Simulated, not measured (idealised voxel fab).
The following is a process module called voxel local oxidation.
Pictured: cross-section cut, 275 nm wide, on a grid of 5 nm square cells.
For the purposes of this document, a cross-section shall be understood as a grid of square cells, specified as bands listed in top-to-bottom order, each band consisting of one or more rows of cells. Quick guide to a band line: top height, bottom height (nm) up front; then every material left to right with its width in nm. Only one material and it's marked "throughout"? Then it fills the band edge to edge. And "empty" just means empty space. All heights in this document are referenced to 0, defined as the level beneath which the wafer, as received, consists entirely of one material. The lowest band is not bounded below; it extends indefinitely downward and is written in the form "from 0 down". Graded width ("30..40"): value in top row of band = first number; value in bottom row = second number; row-to-row change constant. "everything unchanged", as given for a step, is the statement that not any cell of the cross-section underwent a change during that step. So "Closed void list" is basically the list of trapped voids: any empty space of 8 cells or more that can't reach the top through an opening. They're written width x height at distance, the distance being from the left edge, and it's all nm. Note: text after step settings on the step line = simulator remark on that step. Regarding "overlay nm": on a step with a mask, it is the distance the mask lay to the right of its planned place; a negative value places it to the left. Reading guide: pairs of cross-sections, before and after one process step; after view cut off at lowest changed band; step and settings listed under each pair. Pairs may stem from different runs of this module on the same starting wafer; continuity with the pair above only where the "Structure before processing" entry states it.

Structure before processing:
	from 0 down | Si throughout
	Closed void list: none

Resulting Structure:
	from 0 to -5 | SiO2 throughout
	Nothing below the height -5 has changed.
	Closed void list: none
Between the two cross-sections shown above, the process step is OXIDIZE [depth nm 5]

Structure before processing: The cross-section prior to this step is the one presented after the step of the pair immediately above.

Resulting Structure:
	from 15 to 0 | SiN throughout
	Nothing below the height 0 has changed.
	Closed void list: none
Between the two cross-sections shown above, the process step is CONFORMAL_DEP [material SiN] [thk nm 15]

Structure before processing: The cross-section prior to this step is the one presented after the step of the pair immediately above.

Resulting Structure:
	from 30 to 15 | 70 empty  130 resist  75 empty
	Nothing below the height 15 has changed.
	Closed void list: none
Between the two cross-sections shown above, the process step is PATTERN [tone cover] [mask id ACTIVE] [material resist] [width nm 130] [thk nm 15] [overlay nm 0]

Structure before processing: The cross-section prior to this step is the one presented after the step of the pair immediately above.

Resulting Structure:
	from 30 to 15 | 70 empty  130 resist  75 empty
	from 15 to 0 | 70 empty  130 SiN  75 empty
	Nothing below the height 0 has changed.
	Closed void list: none
Between the two cross-sections shown above, the process step is DIRECTIONAL_ETCH [etch materials SiN] [depth nm 15]

Structure before processing: The cross-section prior to this step is the one presented after the step of the pair immediately above.

Resulting Structure:
	from 15 to 0 | 70 empty  130 SiN  75 empty
	Nothing below the height 0 has changed.
	Closed void list: none
Between the two cross-sections shown above, the process step is STRIP [etch materials resist]

Structure before processing: The cross-section prior to this step is the one presented after the step of the pair immediately above.

Resulting Structure:
	from 15 to 0 | 70 empty  130 SiN  75 empty
	from 0 to -5 | 75 empty  120 SiO2  80 empty
	Nothing below the height -5 has changed.
	Closed void list: none
Between the two cross-sections shown above, the process step is SELECTIVE_ETCH [etch materials SiO2] [depth nm 5]

Structure before processing: The cross-section prior to this step is the one presented after the step of the pair immediately above.

Resulting Structure:
	from 15 to 0 | 70 empty  130 SiN  75 empty
	from 0 to -5 | 75 empty  120 SiO2  80 empty
	from -5 to -20 | 90 SiO2  90 Si  95 SiO2
	Nothing below the height -20 has changed.
	Closed void list: none
Between the two cross-sections shown above, the process step is OXIDIZE [depth nm 15]

Structure before processing: The cross-section prior to this step is the one presented after the step of the pair immediately above.

Resulting Structure:
	from 0 to -5 | 75 empty  120 SiO2  80 empty
	Nothing below the height -5 has changed.
	Closed void list: none
Between the two cross-sections shown above, the process step is STRIP [etch materials SiN]

Structure before processing:
	from 30 to 15 | 70 empty  130 resist  75 empty
	from 15 to 0 | 70 empty  130 SiN  75 empty
	from 0 to -5 | SiO2 throughout
	from -5 down | Si throughout
	Closed void list: none

Resulting Structure:
	from 30 to 15 | 70 empty  130 resist  75 empty
	from 15 to 0 | 70 empty  130 SiN  75 empty
	from 0 to -5 | 75 empty  120 SiO2  80 empty
	Nothing below the height -5 has changed.
	Closed void list: none
Between the two cross-sections shown above, the process step is SELECTIVE_ETCH [etch materials SiO2] [depth nm 5]

Structure before processing: The cross-section prior to this step is the one presented after the step of the pair immediately above.

Resulting Structure:
	from 15 to 0 | 70 empty  130 SiN  75 empty
	Nothing below the height 0 has changed.
	Closed void list: none
Between the two cross-sections shown above, the process step is STRIP [etch materials resist]

Structure before processing:
	from 15 to 0 | 70 empty  130 SiN  75 empty
	from 0 to -5 | SiO2 throughout
	from -5 down | Si throughout
	Closed void list: none

Resulting Structure:
	from 15 to 0 | 70 empty  130 SiN  75 empty
	from 0 to -5 | 85 empty  100 SiO2  90 empty
	Nothing below the height -5 has changed.
	Closed void list: none
Between the two cross-sections shown above, the process step is SELECTIVE_ETCH [etch materials SiO2] [depth nm 15]

Structure before processing: The cross-section prior to this step is the one presented after the step of the pair immediately above.

Resulting Structure:
	from 15 to 0 | 70 empty  130 SiN  75 empty
	from 0 to -5 | 85 empty  100 SiO2  90 empty
	from -5 to -20 | 100 SiO2  70 Si  105 SiO2
	Nothing below the height -20 has changed.
	Closed void list: none
Between the two cross-sections shown above, the process step is OXIDIZE [depth nm 15]

Structure before processing: The cross-section prior to this step is the one presented after the step of the pair immediately above.

Resulting Structure:
	from 0 to -5 | 85 empty  100 SiO2  90 empty
	Nothing below the height -5 has changed.
	Closed void list: none
Between the two cross-sections shown above, the process step is STRIP [etch materials SiN]

Structure before processing:
	from 15 to 0 | SiN throughout
	from 0 to -5 | SiO2 throughout
	from -5 down | Si throughout
	Closed void list: none

Resulting Structure:
	from 30 to 15 | 75 empty  125 resist  75 empty
	Nothing below the height 15 has changed.
	Closed void list: none
Between the two cross-sections shown above, the process step is PATTERN [tone cover] [mask id ACTIVE] [material resist] [width nm 125] [thk nm 15] [overlay nm 0]

Structure before processing: The cross-section prior to this step is the one presented after the step of the pair immediately above.

Resulting Structure:
	from 30 to 15 | 75 empty  125 resist  75 empty
	from 15 to 0 | 75 empty  125 SiN  75 empty
	Nothing below the height 0 has changed.
	Closed void list: none
Between the two cross-sections shown above, the process step is DIRECTIONAL_ETCH [etch materials SiN] [depth nm 15]

Structure before processing: The cross-section prior to this step is the one presented after the step of the pair immediately above.

Resulting Structure:
	from 15 to 0 | 75 empty  125 SiN  75 empty
	Nothing below the height 0 has changed.
	Closed void list: none
Between the two cross-sections shown above, the process step is STRIP [etch materials resist]

Structure before processing: The cross-section prior to this step is the one presented after the step of the pair immediately above.

Resulting Structure:
	from 15 to 0 | 75 empty  125 SiN  75 empty
	from 0 to -5 | 80 empty  115 SiO2  80 empty
	Nothing below the height -5 has changed.
	Closed void list: none
Between the two cross-sections shown above, the process step is SELECTIVE_ETCH [etch materials SiO2] [depth nm 5]

Structure before processing: The cross-section prior to this step is the one presented after the step of the pair immediately above.

Resulting Structure:
	from 15 to 0 | 75 empty  125 SiN  75 empty
	from 0 to -5 | 80 empty  115 SiO2  80 empty
	from -5 to -20 | 95 SiO2  85 Si  95 SiO2
	Nothing below the height -20 has changed.
	Closed void list: none
Between the two cross-sections shown above, the process step is OXIDIZE [depth nm 15]

Structure before processing: The cross-section prior to this step is the one presented after the step of the pair immediately above.

Resulting Structure:
	from 0 to -5 | 80 empty  115 SiO2  80 empty
	Nothing below the height -5 has changed.
	Closed void list: none
Between the two cross-sections shown above, the process step is STRIP [etch materials SiN]

Structure before processing:
	from 15 to 0 | SiN throughout
	from 0 to -5 | SiO2 throughout
	from -5 down | Si throughout
	Closed void list: none

Resulting Structure:
	from 30 to 15 | 75 empty  130 resist  70 empty
	Nothing below the height 15 has changed.
	Closed void list: none
Between the two cross-sections shown above, the process step is PATTERN [tone cover] [mask id ACTIVE] [material resist] [width nm 130] [thk nm 15] [overlay nm 5]

Structure before processing: The cross-section prior to this step is the one presented after the step of the pair immediately above.

Resulting Structure:
	from 30 to 15 | 75 empty  130 resist  70 empty
	from 15 to 0 | 75 empty  130 SiN  70 empty
	Nothing below the height 0 has changed.
	Closed void list: none
Between the two cross-sections shown above, the process step is DIRECTIONAL_ETCH [etch materials SiN] [depth nm 15]

Structure before processing: The cross-section prior to this step is the one presented after the step of the pair immediately above.

Resulting Structure:
	from 15 to 0 | 75 empty  130 SiN  70 empty
	Nothing below the height 0 has changed.
	Closed void list: none
Between the two cross-sections shown above, the process step is STRIP [etch materials resist]

Structure before processing: The cross-section prior to this step is the one presented after the step of the pair immediately above.

Resulting Structure:
	from 15 to 0 | 75 empty  130 SiN  70 empty
	from 0 to -5 | 80 empty  120 SiO2  75 empty
	Nothing below the height -5 has changed.
	Closed void list: none
Between the two cross-sections shown above, the process step is SELECTIVE_ETCH [etch materials SiO2] [depth nm 5]

Structure before processing: The cross-section prior to this step is the one presented after the step of the pair immediately above.

Resulting Structure:
	from 15 to 0 | 75 empty  130 SiN  70 empty
	from 0 to -5 | 80 empty  120 SiO2  75 empty
	from -5 to -20 | 95 SiO2  90 Si  90 SiO2
	Nothing below the height -20 has changed.
	Closed void list: none
Between the two cross-sections shown above, the process step is OXIDIZE [depth nm 15]

Structure before processing: The cross-section prior to this step is the one presented after the step of the pair immediately above.

Resulting Structure:
	from 0 to -5 | 80 empty  120 SiO2  75 empty
	Nothing below the height -5 has changed.
	Closed void list: none
Between the two cross-sections shown above, the process step is STRIP [etch materials SiN]

Structure before processing:
	from 0 to -5 | SiO2 throughout
	from -5 down | Si throughout
	Closed void list: none

Resulting Structure:
	from 15 to -5 | SiO2 throughout
	Nothing below the height -5 has changed.
	Closed void list: none
Between the two cross-sections shown above, the process step is CONFORMAL_DEP [material SiO2] [thk nm 15]

Structure before processing: The cross-section prior to this step is the one presented after the step of the pair immediately above.

Resulting Structure:
	from 30 to 15 | 70 empty  130 resist  75 empty
	Nothing below the height 15 has changed.
	Closed void list: none
Between the two cross-sections shown above, the process step is PATTERN [tone cover] [mask id ACTIVE] [material resist] [width nm 130] [thk nm 15] [overlay nm 0]

Structure before processing: The cross-section prior to this step is the one presented after the step of the pair immediately above.

Resulting Structure:
	from 15 to -5 | SiO2 throughout
	Nothing below the height -5 has changed.
	Closed void list: none
Between the two cross-sections shown above, the process step is STRIP [etch materials resist]

Structure before processing: The cross-section prior to this step is the one presented after the step of the pair immediately above.

Resulting Structure:
	from 10 to -5 | SiO2 throughout
	Nothing below the height -5 has changed.
	Closed void list: none
Between the two cross-sections shown above, the process step is SELECTIVE_ETCH [etch materials SiO2] [depth nm 5]

Structure before processing:
	from 15 to 0 | SiN throughout
	from 0 to -5 | SiO2 throughout
	from -5 down | Si throughout
	Closed void list: none

Resulting Structure:
	from 30 to 15 | 70 resist  130 empty  75 resist
	Nothing below the height 15 has changed.
	Closed void list: none
Between the two cross-sections shown above, the process step is PATTERN [tone open] [mask id ACTIVE] [material resist] [width nm 130] [thk nm 15] [overlay nm 0]

Structure before processing: The cross-section prior to this step is the one presented after the step of the pair immediately above.

Resulting Structure:
	from 30 to 15 | 70 resist  130 empty  75 resist
	from 15 to 0 | 70 SiN  130 empty  75 SiN
	Nothing below the height 0 has changed.
	Closed void list: none
Between the two cross-sections shown above, the process step is DIRECTIONAL_ETCH [etch materials SiN] [depth nm 15]

Structure before processing: The cross-section prior to this step is the one presented after the step of the pair immediately above.

Resulting Structure:
	from 15 to 0 | 70 SiN  130 empty  75 SiN
	Nothing below the height 0 has changed.
	Closed void list: none
Between the two cross-sections shown above, the process step is STRIP [etch materials resist]

Structure before processing: The cross-section prior to this step is the one presented after the step of the pair immediately above.

Resulting Structure:
	from 15 to 0 | 70 SiN  130 empty  75 SiN
	from 0 to -5 | 65 SiO2  140 empty  70 SiO2
	Nothing below the height -5 has changed.
	Closed void list: none
Between the two cross-sections shown above, the process step is SELECTIVE_ETCH [etch materials SiO2] [depth nm 5]

Structure before processing: The cross-section prior to this step is the one presented after the step of the pair immediately above.

Resulting Structure:
	from 15 to 0 | 70 SiN  130 empty  75 SiN
	from 0 to -5 | 65 SiO2  140 empty  70 SiO2
	from -5 to -20 | 50 Si  170 SiO2  55 Si
	Nothing below the height -20 has changed.
	Closed void list: none
Between the two cross-sections shown above, the process step is OXIDIZE [depth nm 15]

Structure before processing: The cross-section prior to this step is the one presented after the step of the pair immediately above.

Resulting Structure:
	from 0 to -5 | 65 SiO2  140 empty  70 SiO2
	Nothing below the height -5 has changed.
	Closed void list: none
Between the two cross-sections shown above, the process step is STRIP [etch materials SiN]
